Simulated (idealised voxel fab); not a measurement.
Documented hereafter: the process module known as voxel self aligned vias.
This is section cut - it's 230 nm across, gridded in 5 nm square cells.
Heads up, the way a cross-section reads in here is a grid of square cells, handed over as bands from the top down, with every band being one or more rows of cells. For a band, the entry starts with two heights in nm, that of the top and then that of the bottom, and carries on with the band's materials in order from left to right, each alongside its width in nm; the word "everywhere" beside a single material means it fills the band edge to edge, and "blank" means empty space. Measure heights from 0. That's the level where, below it, the as-received wafer is all one material. The lowest band is bottomless and extends downward; write it as in "0..down". The expression "30->40" gives the width at the extremes of the band, the first number at its top row of cells and the second at its bottom row, with the width changing by equal amounts from each row to the next in between. "nothing was modified" for a step: no cell of the cross-section changed in that step. "Enclosed internal voids" lists enclosed empty spaces (at least 8 cells, no open path upward to the top), each as width x height at distance from the left edge, in nm. Post-settings text on a step line: simulator's own remark regarding the step. A step's line can hold "overlay nm"; with a mask on that step, the setting says how far right of the planned place the mask lay, while a negative setting says it lay to the left.
### So here's the lineup of process steps we planned
- 1: RECEIVE (material Si)
- 2: CONFORMAL_DEP (material SiO2; thk nm 15)
- 3: CONFORMAL_DEP (material SiCN; thk nm 5)
- 4: DIRECTIONAL_DEP (material SiO2; thk nm 30)
- 5: MASKED_ETCH (tone open; mask id LINES; width nm 30; pitch nm 65; etch materials SiO2; depth nm 30; overlay nm 0)
- 6: CONFORMAL_DEP (material TiN; thk nm 5)
- 7: FILL_DEP (material Ru; thk nm 5)
- 8: CMP (height nm 50)
- 9: SELECTIVE_ETCH (etch materials W Ru TiN; depth nm 10)
- 10: FILL_DEP (material SiN; thk nm 5)
- 11: CMP (height nm 50)
- 12: DIRECTIONAL_DEP (material SiO2; thk nm 20)
- 13: MASKED_ETCH (tone open; mask id VIAS; width nm 40; pitch nm 130; etch materials SiO2; depth nm 20; overlay nm 0)
- 14: MASKED_ETCH (tone open; mask id VIAS; width nm 40; pitch nm 130; etch materials SiN; depth nm 10; overlay nm 0)
- 15: CONFORMAL_DEP (material TiN; thk nm 5)
- 16: FILL_DEP (material Ru; thk nm 5)
- 17: CMP (height nm 70)
- 18: CONFORMAL_DEP (material SiN; thk nm 5)
### As-received state of the wafer in cross-section, equivalent to post-step 1
* 0..down  Si everywhere
* Enclosed internal voids: none
### First of two wafers at the end of the module, shown in cross-section; run carried out as planned
* 75..70  SiN everywhere
* 70..55  30 nm SiO2, 5 nm TiN, 30 nm Ru, 5 nm TiN, 90 nm SiO2, 5 nm TiN, 30 nm Ru, 5 nm TiN, 30 nm SiO2
* 55..50  30 nm SiO2, 10 nm TiN, 20 nm Ru, 10 nm TiN, 90 nm SiO2, 10 nm TiN, 20 nm Ru, 10 nm TiN, 30 nm SiO2
* 50..45  35 nm SiO2, 5 nm TiN, 20 nm Ru, 5 nm TiN, 35 nm SiO2, 30 nm SiN, 35 nm SiO2, 5 nm TiN, 20 nm Ru, 5 nm TiN, 35 nm SiO2
* 45..40  35 nm SiO2, 30 nm TiN, 35 nm SiO2, 30 nm SiN, 35 nm SiO2, 30 nm TiN, 35 nm SiO2
* 40..25  35 nm SiO2, 5 nm TiN, 20 nm Ru, 5 nm TiN, 35 nm SiO2, 5 nm TiN, 20 nm Ru, 5 nm TiN, 35 nm SiO2, 5 nm TiN, 20 nm Ru, 5 nm TiN, 35 nm SiO2
* 25..20  35 nm SiO2, 30 nm TiN, 35 nm SiO2, 30 nm TiN, 35 nm SiO2, 30 nm TiN, 35 nm SiO2
* 20..15  SiCN everywhere
* 15..0  SiO2 everywhere
* 0..down  Si everywhere
* Enclosed internal voids: none
### Here's the second of our two wafers sectioned at module end. Same start as the first, same plan, but one mistake got made running it
* 75..70  SiN everywhere
* 70..50  30 nm SiO2, 5 nm TiN, 30 nm Ru, 5 nm TiN, 90 nm SiO2, 5 nm TiN, 30 nm Ru, 5 nm TiN, 30 nm SiO2
* 50..45  30 nm SiN, 10 nm TiN, 20 nm Ru, 10 nm TiN, 90 nm SiN, 10 nm TiN, 20 nm Ru, 10 nm TiN, 30 nm SiN
* 45..40  35 nm SiO2, 30 nm TiN, 35 nm SiO2, 30 nm SiN, 35 nm SiO2, 30 nm TiN, 35 nm SiO2
* 40..20  35 nm SiO2, 5 nm TiN, 20 nm Ru, 5 nm TiN, 35 nm SiO2, 5 nm TiN, 20 nm Ru, 5 nm TiN, 35 nm SiO2, 5 nm TiN, 20 nm Ru, 5 nm TiN, 35 nm SiO2
* 20..15  35 nm SiO2, 30 nm TiN, 35 nm SiO2, 30 nm TiN, 35 nm SiO2, 30 nm TiN, 35 nm SiO2
* 15..0  SiO2 everywhere
* 0..down  Si everywhere
* Enclosed internal voids: none
Diagnosis: yeah, step 3 of the plan got skipped, never ran
Final cells, second wafer relative to first, materials higher or lower: +16 Ru | -46 SiCN | +24 SiN | +6 TiN
